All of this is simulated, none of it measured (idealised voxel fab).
voxel transistor to metal: a process module
Shown is cross-section cut, with a width of 185 nm and square cells of size 5 nm.
Just so we're on the same page, the cross-sections are grids of square cells, and they're listed out in bands top to bottom, each band one or more rows deep. Top height, bottom height, nm. Materials left to right, width each, nm. Single material + "edge to edge" = fills band edge to edge. "empty" = empty. We count height from 0. Below that, the starting wafer is all one material. The lowest band never ends at the bottom but goes on down; see "0 nm and below" for how that is written. It should be noted that a width expressed as "30->40" varies in equal increments from row to row of cells within the band, taking the value of the first number at the top row and that of the second number at the bottom row. It should be understood that the words "identical to before", when stated for a given step, signify that the cross-section underwent no change in any of its cells during that step. "Sealed voids" means: voids of 8 cells or more that are shut off from the top with no open way through. Written width x height at distance, distance from the left edge, in nm. Anything after a step's settings on that line? It's the simulator's own note about the step. overlay nm: step with mask; distance mask lay right of planned place; negative value = left of planned place.
# Intended process steps
| 1 | RECEIVE | material Si |
| 2 | OXIDIZE | depth nm 5 |
| 3 | CONFORMAL_DEP | material SiN | thk nm 10 |
| 4 | DIRECTIONAL_DEP | material aC | thk nm 10 |
| 5 | PATTERN | tone cover | mask id ACTIVE | material resist | width nm 120 | thk nm 25 | overlay nm 0 |
| 6 | DIRECTIONAL_ETCH | etch materials aC | depth nm 10 |
| 7 | STRIP | etch materials resist |
| 8 | DIRECTIONAL_ETCH | etch materials SiN | depth nm 10 |
| 9 | DIRECTIONAL_ETCH | etch materials SiO2 | depth nm 5 |
| 10 | DIRECTIONAL_ETCH | etch materials Si | depth nm 20 |
| 11 | STRIP | etch materials aC |
| 12 | OXIDIZE | depth nm 5 |
| 13 | FILL_DEP | material SiO2 | thk nm 5 |
| 14 | CMP | height nm 10 |
| 15 | SELECTIVE_ETCH | etch materials SiO2 | depth nm 5 |
| 16 | STRIP | etch materials SiN |
| 17 | SELECTIVE_ETCH | etch materials SiO2 | depth nm 5 |
| 18 | OXIDIZE | depth nm 5 |
| 19 | DIRECTIONAL_DEP | material polySi | thk nm 25 |
| 20 | DIRECTIONAL_DEP | material SiCN | thk nm 10 |
| 21 | PATTERN | tone cover | mask id GATE | material resist | width nm 30 | thk nm 15 | overlay nm 0 |
| 22 | DIRECTIONAL_ETCH | etch materials SiCN | depth nm 20 |
| 23 | DIRECTIONAL_ETCH | etch materials polySi | depth nm 35 |
| 24 | STRIP | etch materials resist |
| 25 | CONFORMAL_DEP | material SiO2 | thk nm 5 |
| 26 | DIRECTIONAL_ETCH | etch materials SiO2 | depth nm 5 |
| 27 | CONFORMAL_DEP | material SiN | thk nm 5 |
| 28 | DIRECTIONAL_ETCH | etch materials SiN | depth nm 5 |
| 29 | DIRECTIONAL_ETCH | etch materials SiO2 | depth nm 5 |
| 30 | DIRECTIONAL_ETCH | etch materials Si | depth nm 5 |
| 31 | EPI | material SiGe | thk nm 5 |
| 32 | FILL_DEP | material SiO2 | thk nm 5 |
| 33 | CMP | height nm 20 |
| 34 | STRIP | etch materials polySi |
| 35 | SELECTIVE_ETCH | etch materials SiO2 | depth nm 5 |
| 36 | CONFORMAL_DEP | material HfO2 | thk nm 5 |
| 37 | CONFORMAL_DEP | material TiN | thk nm 5 |
| 38 | FILL_DEP | material W | thk nm 5 |
| 39 | CMP | height nm 15 |
| 40 | DIRECTIONAL_DEP | material SiO2 | thk nm 15 |
| 41 | PATTERN | tone open | mask id CONTACT | material resist | width nm 15 | pitch nm 85 | thk nm 15 | overlay nm 0 |
| 42 | DIRECTIONAL_ETCH | etch materials SiO2 | depth nm 40 |
| 43 | STRIP | etch materials resist |
| 44 | CONFORMAL_DEP | material TiN | thk nm 5 |
| 45 | FILL_DEP | material Ru | thk nm 10 |
| 46 | CMP | height nm 30 |
| 47 | CONFORMAL_DEP | material SiN | thk nm 5 |
| 48 | DIRECTIONAL_DEP | material SiO2 | thk nm 25 |
| 49 | PATTERN | tone open | mask id METAL_1 | material resist | width nm 15 | pitch nm 85 | thk nm 20 | overlay nm 0 |
| 50 | DIRECTIONAL_ETCH | etch materials SiO2 | depth nm 25 |
| 51 | DIRECTIONAL_ETCH | etch materials SiN | depth nm 5 |
| 52 | STRIP | etch materials resist |
| 53 | CONFORMAL_DEP | material TiN | thk nm 5 |
| 54 | FILL_DEP | material Cu | thk nm 10 |
| 55 | CMP | height nm 60 |
| 56 | CONFORMAL_DEP | material SiCN | thk nm 5 |
# First of two wafers, processed according to plan
# The cross-section here shows the wafer as received, i.e. in its state after step 1
> 0 nm and below = Si edge to edge
> Sealed voids: none
# Cross-sectional representation of the wafer at the conclusion of step 2
> 0 nm to -5 nm = SiO2 edge to edge
> Heights below -5 show no change.
# Cross-sectional representation of the wafer at the conclusion of step 3
> 10 nm to 0 nm = SiN edge to edge
> Heights below 0 show no change.
# Cross-sectional representation of the wafer at the conclusion of step 4
> 20 nm to 10 nm = aC edge to edge
> Heights below 10 show no change.
# Cross-sectional representation of the wafer at the conclusion of step 5
> 45 nm to 20 nm = empty (30)  resist (120)  empty (35)
> Heights below 20 show no change.
# Cross-sectional representation of the wafer at the conclusion of step 6
> 35 nm to 20 nm = empty (30)  resist (120)  empty (35)
> 20 nm to 10 nm = empty (30)  aC (120)  empty (35)
> Heights below 10 show no change.
# Cross-sectional representation of the wafer at the conclusion of step 7
> 20 nm to 10 nm = empty (30)  aC (120)  empty (35)
> Heights below 10 show no change.
# Cross-sectional representation of the wafer at the conclusion of step 8
> 20 nm to 10 nm = empty (30)  aC (120)  empty (35)
> 10 nm to 0 nm = empty (30)  SiN (120)  empty (35)
> Heights below 0 show no change.
# Cross-sectional representation of the wafer at the conclusion of step 9
> 20 nm to 10 nm = empty (30)  aC (120)  empty (35)
> 10 nm to 0 nm = empty (30)  SiN (120)  empty (35)
> 0 nm to -5 nm = empty (30)  SiO2 (120)  empty (35)
> Heights below -5 show no change.
# Cross-sectional representation of the wafer at the conclusion of step 10
> 20 nm to 10 nm = empty (30)  aC (120)  empty (35)
> 10 nm to 0 nm = empty (30)  SiN (120)  empty (35)
> 0 nm to -5 nm = empty (30)  SiO2 (120)  empty (35)
> -5 nm to -25 nm = empty (30)  Si (120)  empty (35)
> Heights below -25 show no change.
# Cross-sectional representation of the wafer at the conclusion of step 11
> 10 nm to 0 nm = empty (30)  SiN (120)  empty (35)
> Heights below 0 show no change.
# Cross-sectional representation of the wafer at the conclusion of step 12
> 10 nm to 0 nm = empty (30)  SiN (120)  empty (35)
> 0 nm to -5 nm = empty (30)  SiO2 (120)  empty (35)
> -5 nm to -25 nm = empty (30)  SiO2 (5)  Si (110)  SiO2 (5)  empty (35)
> -25 nm to -30 nm = SiO2 (35)  Si (110)  SiO2 (40)
> Heights below -30 show no change.
# Cross-sectional representation of the wafer at the conclusion of step 13
> 15 nm to 10 nm = SiO2 edge to edge
> 10 nm to 0 nm = SiO2 (30)  SiN (120)  SiO2 (35)
> 0 nm to -5 nm = SiO2 edge to edge
> -5 nm to -30 nm = SiO2 (35)  Si (110)  SiO2 (40)
> Heights below -30 show no change.
# Cross-sectional representation of the wafer at the conclusion of step 14
> 10 nm to 0 nm = SiO2 (30)  SiN (120)  SiO2 (35)
> Heights below 0 show no change.
# Cross-sectional representation of the wafer at the conclusion of step 15
> 10 nm to 5 nm = empty (30)  SiN (120)  empty (35)
> Heights below 5 show no change.
# Cross-sectional representation of the wafer at the conclusion of step 16
> 5 nm to 0 nm = SiO2 (30)  empty (120)  SiO2 (35)
> Heights below 0 show no change.
# Cross-sectional representation of the wafer at the conclusion of step 17
> 0 nm to -5 nm = SiO2 (25)  empty (130)  SiO2 (30)
> Heights below -5 show no change.
# Cross-sectional representation of the wafer at the conclusion of step 18
> 0 nm to -5 nm = SiO2 (25)  empty (130)  SiO2 (30)
> -5 nm to -10 nm = SiO2 edge to edge
> Heights below -10 show no change.
# Cross-sectional representation of the wafer at the conclusion of step 19
> 25 nm to 20 nm = polySi (25)  empty (130)  polySi (30)
> 20 nm to 0 nm = polySi edge to edge
> 0 nm to -5 nm = SiO2 (25)  polySi (130)  SiO2 (30)
> Heights below -5 show no change.
# Cross-sectional representation of the wafer at the conclusion of step 20
> 35 nm to 30 nm = SiCN (25)  empty (130)  SiCN (30)
> 30 nm to 25 nm = SiCN edge to edge
> 25 nm to 20 nm = polySi (25)  SiCN (130)  polySi (30)
> Heights below 20 show no change.
# Cross-sectional representation of the wafer at the conclusion of step 21
> 50 nm to 35 nm = empty (75)  resist (30)  empty (80)
> 35 nm to 30 nm = SiCN (25)  empty (50)  resist (30)  empty (50)  SiCN (30)
> Heights below 30 show no change.
# Cross-sectional representation of the wafer at the conclusion of step 22
> 50 nm to 30 nm = empty (75)  resist (30)  empty (80)
> 30 nm to 25 nm = empty (75)  SiCN (30)  empty (80)
> 25 nm to 20 nm = polySi (25)  empty (50)  SiCN (30)  empty (50)  polySi (30)
> Heights below 20 show no change.
# Cross-sectional representation of the wafer at the conclusion of step 23
> 50 nm to 30 nm = empty (75)  resist (30)  empty (80)
> 30 nm to 20 nm = empty (75)  SiCN (30)  empty (80)
> 20 nm to 0 nm = empty (75)  polySi (30)  empty (80)
> 0 nm to -5 nm = SiO2 (25)  empty (50)  polySi (30)  empty (50)  SiO2 (30)
> Heights below -5 show no change.
# Cross-sectional representation of the wafer at the conclusion of step 24
> 30 nm to 20 nm = empty (75)  SiCN (30)  empty (80)
> Heights below 20 show no change.
# Cross-sectional representation of the wafer at the conclusion of step 25
> 35 nm to 30 nm = empty (70)  SiO2 (40)  empty (75)
> 30 nm to 20 nm = empty (70)  SiO2 (5)  SiCN (30)  SiO2 (5)  empty (75)
> 20 nm to 5 nm = empty (70)  SiO2 (5)  polySi (30)  SiO2 (5)  empty (75)
> 5 nm to 0 nm = SiO2 (30)  empty (40)  SiO2 (5)  polySi (30)  SiO2 (5)  empty (40)  SiO2 (35)
> 0 nm to -5 nm = SiO2 (75)  polySi (30)  SiO2 (80)
> Heights below -5 show no change.
# Cross-sectional representation of the wafer at the conclusion of step 26
> 30 nm to 20 nm = empty (70)  SiO2 (5)  SiCN (30)  SiO2 (5)  empty (75)
> 20 nm to 0 nm = empty (70)  SiO2 (5)  polySi (30)  SiO2 (5)  empty (75)
> 0 nm to -5 nm = SiO2 (30)  empty (40)  SiO2 (5)  polySi (30)  SiO2 (5)  empty (40)  SiO2 (35)
> Heights below -5 show no change.
# Cross-sectional representation of the wafer at the conclusion of step 27
> 35 nm to 30 nm = empty (65)  SiN (50)  empty (70)
> 30 nm to 20 nm = empty (65)  SiN (5)  SiO2 (5)  SiCN (30)  SiO2 (5)  SiN (5)  empty (70)
> 20 nm to 5 nm = empty (65)  SiN (5)  SiO2 (5)  polySi (30)  SiO2 (5)  SiN (5)  empty (70)
> 5 nm to 0 nm = SiN (35)  empty (30)  SiN (5)  SiO2 (5)  polySi (30)  SiO2 (5)  SiN (5)  empty (30)  SiN (40)
> 0 nm to -5 nm = SiO2 (30)  SiN (40)  SiO2 (5)  polySi (30)  SiO2 (5)  SiN (40)  SiO2 (35)
> Heights below -5 show no change.
# Cross-sectional representation of the wafer at the conclusion of step 28
> 30 nm to 20 nm = empty (65)  SiN (5)  SiO2 (5)  SiCN (30)  SiO2 (5)  SiN (5)  empty (70)
> 20 nm to 0 nm = empty (65)  SiN (5)  SiO2 (5)  polySi (30)  SiO2 (5)  SiN (5)  empty (70)
> 0 nm to -5 nm = SiO2 (30)  SiN (5)  empty (30)  SiN (5)  SiO2 (5)  polySi (30)  SiO2 (5)  SiN (5)  empty (30)  SiN (5)  SiO2 (35)
> Heights below -5 show no change.
# Cross-sectional representation of the wafer at the conclusion of step 29
> 30 nm to 25 nm = empty (65)  SiN (5)  empty (5)  SiCN (30)  empty (5)  SiN (5)  empty (70)
> 25 nm to 20 nm = empty (65)  SiN (5)  SiO2 (5)  SiCN (30)  SiO2 (5)  SiN (5)  empty (70)
> 20 nm to 0 nm = empty (65)  SiN (5)  SiO2 (5)  polySi (30)  SiO2 (5)  SiN (5)  empty (70)
> 0 nm to -5 nm = empty (30)  SiN (5)  empty (30)  SiN (5)  SiO2 (5)  polySi (30)  SiO2 (5)  SiN (5)  empty (30)  SiN (5)  empty (35)
> -5 nm to -10 nm = SiO2 (35)  empty (30)  SiO2 (50)  empty (30)  SiO2 (40)
> Heights below -10 show no change.
# Cross-sectional representation of the wafer at the conclusion of step 30
> 30 nm to 25 nm = empty (65)  SiN (5)  empty (5)  SiCN (30)  empty (5)  SiN (5)  empty (70)
> 25 nm to 20 nm = empty (65)  SiN (5)  SiO2 (5)  SiCN (30)  SiO2 (5)  SiN (5)  empty (70)
> 20 nm to 0 nm = empty (65)  SiN (5)  SiO2 (5)  polySi (30)  SiO2 (5)  SiN (5)  empty (70)
> 0 nm to -5 nm = empty (30)  SiN (5)  empty (30)  SiN (5)  SiO2 (5)  polySi (30)  SiO2 (5)  SiN (5)  empty (30)  SiN (5)  empty (35)
> -5 nm to -10 nm = SiO2 (35)  empty (30)  SiO2 (50)  empty (30)  SiO2 (40)
> -10 nm to -15 nm = SiO2 (35)  empty (30)  Si (50)  empty (30)  SiO2 (40)
> Heights below -15 show no change.
# Cross-sectional representation of the wafer at the conclusion of step 31
> 30 nm to 25 nm = empty (65)  SiN (5)  empty (5)  SiCN (30)  empty (5)  SiN (5)  empty (70)
> 25 nm to 20 nm = empty (65)  SiN (5)  SiO2 (5)  SiCN (30)  SiO2 (5)  SiN (5)  empty (70)
> 20 nm to 0 nm = empty (65)  SiN (5)  SiO2 (5)  polySi (30)  SiO2 (5)  SiN (5)  empty (70)
> 0 nm to -5 nm = empty (30)  SiN (5)  empty (30)  SiN (5)  SiO2 (5)  polySi (30)  SiO2 (5)  SiN (5)  empty (30)  SiN (5)  empty (35)
> -5 nm to -10 nm = SiO2 (35)  empty (25)  SiGe (5)  SiO2 (50)  SiGe (5)  empty (25)  SiO2 (40)
> -10 nm to -15 nm = SiO2 (35)  SiGe (30)  Si (50)  SiGe (30)  SiO2 (40)
> Heights below -15 show no change.
# Cross-sectional representation of the wafer at the conclusion of step 32
> 35 nm to 30 nm = SiO2 edge to edge
> 30 nm to 20 nm = SiO2 (65)  SiN (5)  SiO2 (5)  SiCN (30)  SiO2 (5)  SiN (5)  SiO2 (70)
> 20 nm to 0 nm = SiO2 (65)  SiN (5)  SiO2 (5)  polySi (30)  SiO2 (5)  SiN (5)  SiO2 (70)
> 0 nm to -5 nm = SiO2 (30)  SiN (5)  SiO2 (30)  SiN (5)  SiO2 (5)  polySi (30)  SiO2 (5)  SiN (5)  SiO2 (30)  SiN (5)  SiO2 (35)
> -5 nm to -10 nm = SiO2 (60)  SiGe (5)  SiO2 (50)  SiGe (5)  SiO2 (65)
> Heights below -10 show no change.
# Cross-sectional representation of the wafer at the conclusion of step 33
> 20 nm to 0 nm = SiO2 (65)  SiN (5)  SiO2 (5)  polySi (30)  SiO2 (5)  SiN (5)  SiO2 (70)
> Heights below 0 show no change.
# Cross-sectional representation of the wafer at the conclusion of step 34
> 20 nm to 0 nm = SiO2 (65)  SiN (5)  SiO2 (5)  empty (30)  SiO2 (5)  SiN (5)  SiO2 (70)
> 0 nm to -5 nm = SiO2 (30)  SiN (5)  SiO2 (30)  SiN (5)  SiO2 (5)  empty (30)  SiO2 (5)  SiN (5)  SiO2 (30)  SiN (5)  SiO2 (35)
> Heights below -5 show no change.
# Cross-sectional representation of the wafer at the conclusion of step 35
> 20 nm to 15 nm = empty (65)  SiN (5)  empty (40)  SiN (5)  empty (70)
> 15 nm to 0 nm = SiO2 (65)  SiN (5)  empty (40)  SiN (5)  SiO2 (70)
> 0 nm to -5 nm = SiO2 (30)  SiN (5)  SiO2 (30)  SiN (5)  empty (40)  SiN (5)  SiO2 (30)  SiN (5)  SiO2 (35)
> -5 nm to -10 nm = SiO2 (60)  SiGe (5)  SiO2 (5)  empty (40)  SiO2 (5)  SiGe (5)  SiO2 (65)
> Heights below -10 show no change.
# Cross-sectional representation of the wafer at the conclusion of step 36
> 25 nm to 20 nm = empty (60)  HfO2 (15)  empty (30)  HfO2 (15)  empty (65)
> 20 nm to 15 nm = HfO2 (65)  SiN (5)  HfO2 (5)  empty (30)  HfO2 (5)  SiN (5)  HfO2 (70)
> 15 nm to 0 nm = SiO2 (65)  SiN (5)  HfO2 (5)  empty (30)  HfO2 (5)  SiN (5)  SiO2 (70)
> 0 nm to -5 nm = SiO2 (30)  SiN (5)  SiO2 (30)  SiN (5)  HfO2 (5)  empty (30)  HfO2 (5)  SiN (5)  SiO2 (30)  SiN (5)  SiO2 (35)
> -5 nm to -10 nm = SiO2 (60)  SiGe (5)  SiO2 (5)  HfO2 (40)  SiO2 (5)  SiGe (5)  SiO2 (65)
> Heights below -10 show no change.
# Cross-sectional representation of the wafer at the conclusion of step 37
> 30 nm to 25 nm = empty (55)  TiN (25)  empty (20)  TiN (25)  empty (60)
> 25 nm to 20 nm = TiN (60)  HfO2 (15)  TiN (5)  empty (20)  TiN (5)  HfO2 (15)  TiN (65)
> 20 nm to 15 nm = HfO2 (65)  SiN (5)  HfO2 (5)  TiN (5)  empty (20)  TiN (5)  HfO2 (5)  SiN (5)  HfO2 (70)
> 15 nm to 0 nm = SiO2 (65)  SiN (5)  HfO2 (5)  TiN (5)  empty (20)  TiN (5)  HfO2 (5)  SiN (5)  SiO2 (70)
> 0 nm to -5 nm = SiO2 (30)  SiN (5)  SiO2 (30)  SiN (5)  HfO2 (5)  TiN (30)  HfO2 (5)  SiN (5)  SiO2 (30)  SiN (5)  SiO2 (35)
> Heights below -5 show no change.
# Cross-sectional representation of the wafer at the conclusion of step 38
> 35 nm to 30 nm = W edge to edge
> 30 nm to 25 nm = W (55)  TiN (25)  W (20)  TiN (25)  W (60)
> 25 nm to 20 nm = TiN (60)  HfO2 (15)  TiN (5)  W (20)  TiN (5)  HfO2 (15)  TiN (65)
> 20 nm to 15 nm = HfO2 (65)  SiN (5)  HfO2 (5)  TiN (5)  W (20)  TiN (5)  HfO2 (5)  SiN (5)  HfO2 (70)
> 15 nm to 0 nm = SiO2 (65)  SiN (5)  HfO2 (5)  TiN (5)  W (20)  TiN (5)  HfO2 (5)  SiN (5)  SiO2 (70)
> Heights below 0 show no change.
# Cross-sectional representation of the wafer at the conclusion of step 39
> 15 nm to 0 nm = SiO2 (65)  SiN (5)  HfO2 (5)  TiN (5)  W (20)  TiN (5)  HfO2 (5)  SiN (5)  SiO2 (70)
> Heights below 0 show no change.
# Cross-sectional representation of the wafer at the conclusion of step 40
> 30 nm to 15 nm = SiO2 edge to edge
> Heights below 15 show no change.
# Cross-sectional representation of the wafer at the conclusion of step 41
> 45 nm to 30 nm = resist (40)  empty (15)  resist (70)  empty (15)  resist (45)
> Heights below 30 show no change.
# Cross-sectional representation of the wafer at the conclusion of step 42
> 45 nm to 30 nm = resist (40)  empty (15)  resist (70)  empty (15)  resist (45)
> 30 nm to 15 nm = SiO2 (40)  empty (15)  SiO2 (70)  empty (15)  SiO2 (45)
> 15 nm to 0 nm = SiO2 (40)  empty (15)  SiO2 (10)  SiN (5)  HfO2 (5)  TiN (5)  W (20)  TiN (5)  HfO2 (5)  SiN (5)  SiO2 (10)  empty (15)  SiO2 (45)
> 0 nm to -5 nm = SiO2 (30)  SiN (5)  SiO2 (5)  empty (15)  SiO2 (10)  SiN (5)  HfO2 (5)  TiN (30)  HfO2 (5)  SiN (5)  SiO2 (10)  empty (15)  SiO2 (5)  SiN (5)  SiO2 (35)
> -5 nm to -10 nm = SiO2 (40)  empty (15)  SiO2 (5)  SiGe (5)  SiO2 (5)  HfO2 (40)  SiO2 (5)  SiGe (5)  SiO2 (5)  empty (15)  SiO2 (45)
> Heights below -10 show no change.
# Cross-sectional representation of the wafer at the conclusion of step 43
> 30 nm to 15 nm = SiO2 (40)  empty (15)  SiO2 (70)  empty (15)  SiO2 (45)
> Heights below 15 show no change.
# Cross-sectional representation of the wafer at the conclusion of step 44
> 35 nm to 30 nm = TiN (45)  empty (5)  TiN (80)  empty (5)  TiN (50)
> 30 nm to 15 nm = SiO2 (40)  TiN (5)  empty (5)  TiN (5)  SiO2 (70)  TiN (5)  empty (5)  TiN (5)  SiO2 (45)
> 15 nm to 0 nm = SiO2 (40)  TiN (5)  empty (5)  TiN (5)  SiO2 (10)  SiN (5)  HfO2 (5)  TiN (5)  W (20)  TiN (5)  HfO2 (5)  SiN (5)  SiO2 (10)  TiN (5)  empty (5)  TiN (5)  SiO2 (45)
> 0 nm to -5 nm = SiO2 (30)  SiN (5)  SiO2 (5)  TiN (5)  empty (5)  TiN (5)  SiO2 (10)  SiN (5)  HfO2 (5)  TiN (30)  HfO2 (5)  SiN (5)  SiO2 (10)  TiN (5)  empty (5)  TiN (5)  SiO2 (5)  SiN (5)  SiO2 (35)
> -5 nm to -10 nm = SiO2 (40)  TiN (15)  SiO2 (5)  SiGe (5)  SiO2 (5)  HfO2 (40)  SiO2 (5)  SiGe (5)  SiO2 (5)  TiN (15)  SiO2 (45)
> Heights below -10 show no change.
# Cross-sectional representation of the wafer at the conclusion of step 45
> 45 nm to 35 nm = Ru edge to edge
> 35 nm to 30 nm = TiN (45)  Ru (5)  TiN (80)  Ru (5)  TiN (50)
> 30 nm to 15 nm = SiO2 (40)  TiN (5)  Ru (5)  TiN (5)  SiO2 (70)  TiN (5)  Ru (5)  TiN (5)  SiO2 (45)
> 15 nm to 0 nm = SiO2 (40)  TiN (5)  Ru (5)  TiN (5)  SiO2 (10)  SiN (5)  HfO2 (5)  TiN (5)  W (20)  TiN (5)  HfO2 (5)  SiN (5)  SiO2 (10)  TiN (5)  Ru (5)  TiN (5)  SiO2 (45)
> 0 nm to -5 nm = SiO2 (30)  SiN (5)  SiO2 (5)  TiN (5)  Ru (5)  TiN (5)  SiO2 (10)  SiN (5)  HfO2 (5)  TiN (30)  HfO2 (5)  SiN (5)  SiO2 (10)  TiN (5)  Ru (5)  TiN (5)  SiO2 (5)  SiN (5)  SiO2 (35)
> Heights below -5 show no change.
# Cross-sectional representation of the wafer at the conclusion of step 46
> 30 nm to 15 nm = SiO2 (40)  TiN (5)  Ru (5)  TiN (5)  SiO2 (70)  TiN (5)  Ru (5)  TiN (5)  SiO2 (45)
> Heights below 15 show no change.
# Cross-sectional representation of the wafer at the conclusion of step 47
> 35 nm to 30 nm = SiN edge to edge
> Heights below 30 show no change.
# Cross-sectional representation of the wafer at the conclusion of step 48
> 60 nm to 35 nm = SiO2 edge to edge
> Heights below 35 show no change.
# Cross-sectional representation of the wafer at the conclusion of step 49
> 80 nm to 60 nm = resist (40)  empty (15)  resist (70)  empty (15)  resist (45)
> Heights below 60 show no change.
# Cross-sectional representation of the wafer at the conclusion of step 50
> 80 nm to 60 nm = resist (40)  empty (15)  resist (70)  empty (15)  resist (45)
> 60 nm to 35 nm = SiO2 (40)  empty (15)  SiO2 (70)  empty (15)  SiO2 (45)
> Heights below 35 show no change.
# Cross-sectional representation of the wafer at the conclusion of step 51
> 80 nm to 60 nm = resist (40)  empty (15)  resist (70)  empty (15)  resist (45)
> 60 nm to 35 nm = SiO2 (40)  empty (15)  SiO2 (70)  empty (15)  SiO2 (45)
> 35 nm to 30 nm = SiN (40)  empty (15)  SiN (70)  empty (15)  SiN (45)
> Heights below 30 show no change.
# Cross-sectional representation of the wafer at the conclusion of step 52
> 60 nm to 35 nm = SiO2 (40)  empty (15)  SiO2 (70)  empty (15)  SiO2 (45)
> Heights below 35 show no change.
# Cross-sectional representation of the wafer at the conclusion of step 53
> 65 nm to 60 nm = TiN (45)  empty (5)  TiN (80)  empty (5)  TiN (50)
> 60 nm to 35 nm = SiO2 (40)  TiN (5)  empty (5)  TiN (5)  SiO2 (70)  TiN (5)  empty (5)  TiN (5)  SiO2 (45)
> 35 nm to 30 nm = SiN (40)  TiN (15)  SiN (70)  TiN (15)  SiN (45)
> Heights below 30 show no change.
# Cross-sectional representation of the wafer at the conclusion of step 54
> 75 nm to 65 nm = Cu edge to edge
> 65 nm to 60 nm = TiN (45)  Cu (5)  TiN (80)  Cu (5)  TiN (50)
> 60 nm to 35 nm = SiO2 (40)  TiN (5)  Cu (5)  TiN (5)  SiO2 (70)  TiN (5)  Cu (5)  TiN (5)  SiO2 (45)
> Heights below 35 show no change.
# Cross-sectional representation of the wafer at the conclusion of step 55
> 60 nm to 35 nm = SiO2 (40)  TiN (5)  Cu (5)  TiN (5)  SiO2 (70)  TiN (5)  Cu (5)  TiN (5)  SiO2 (45)
> Heights below 35 show no change.
# Cross-sectional representation of the wafer at the conclusion of step 56
> 65 nm to 60 nm = SiCN edge to edge
> Heights below 60 show no change.
# Okay, second wafer. Nothing different at the start, nothing different in the plan, just one mistake somewhere in the running. As far as step 46, counting that step, it's the first wafer all over again
# Second wafer, section view, time point: scheduled end of step 47
> 55 nm to 30 nm = SiO2 edge to edge
> Heights below 30 show no change.
# Second wafer, section view, time point: scheduled end of step 48
> 60 nm to 55 nm = SiN edge to edge
> Heights below 55 show no change.
# Second wafer, section view, time point: scheduled end of step 49
> 80 nm to 60 nm = resist (40)  empty (15)  resist (70)  empty (15)  resist (45)
> Heights below 60 show no change.
Second wafer, section view, time point: scheduled end of step 50: identical to before
# Second wafer, section view, time point: scheduled end of step 51
> 80 nm to 60 nm = resist (40)  empty (15)  resist (70)  empty (15)  resist (45)
> 60 nm to 55 nm = SiN (40)  empty (15)  SiN (70)  empty (15)  SiN (45)
> Heights below 55 show no change.
# Second wafer, section view, time point: scheduled end of step 52
> 60 nm to 55 nm = SiN (40)  empty (15)  SiN (70)  empty (15)  SiN (45)
> Heights below 55 show no change.
# Second wafer, section view, time point: scheduled end of step 53
> 65 nm to 60 nm = TiN (45)  empty (5)  TiN (80)  empty (5)  TiN (50)
> 60 nm to 55 nm = SiN (40)  TiN (15)  SiN (70)  TiN (15)  SiN (45)
> Heights below 55 show no change.
# Second wafer, section view, time point: scheduled end of step 54
> 75 nm to 65 nm = Cu edge to edge
> 65 nm to 60 nm = TiN (45)  Cu (5)  TiN (80)  Cu (5)  TiN (50)
> Heights below 60 show no change.
# Second wafer, section view, time point: scheduled end of step 55
> 60 nm to 55 nm = SiN (40)  TiN (15)  SiN (70)  TiN (15)  SiN (45)
> Heights below 55 show no change.
# Second wafer, section view, time point: scheduled end of step 56
> 65 nm to 60 nm = SiCN edge to edge
> Heights below 60 show no change.
Here's what went sideways: note: step 47 <-> step 48, run order reversed vs plan
FYI, end of process, the second wafer has more or fewer cells of some materials than the first: Cu -10; SiO2 +30; TiN -20
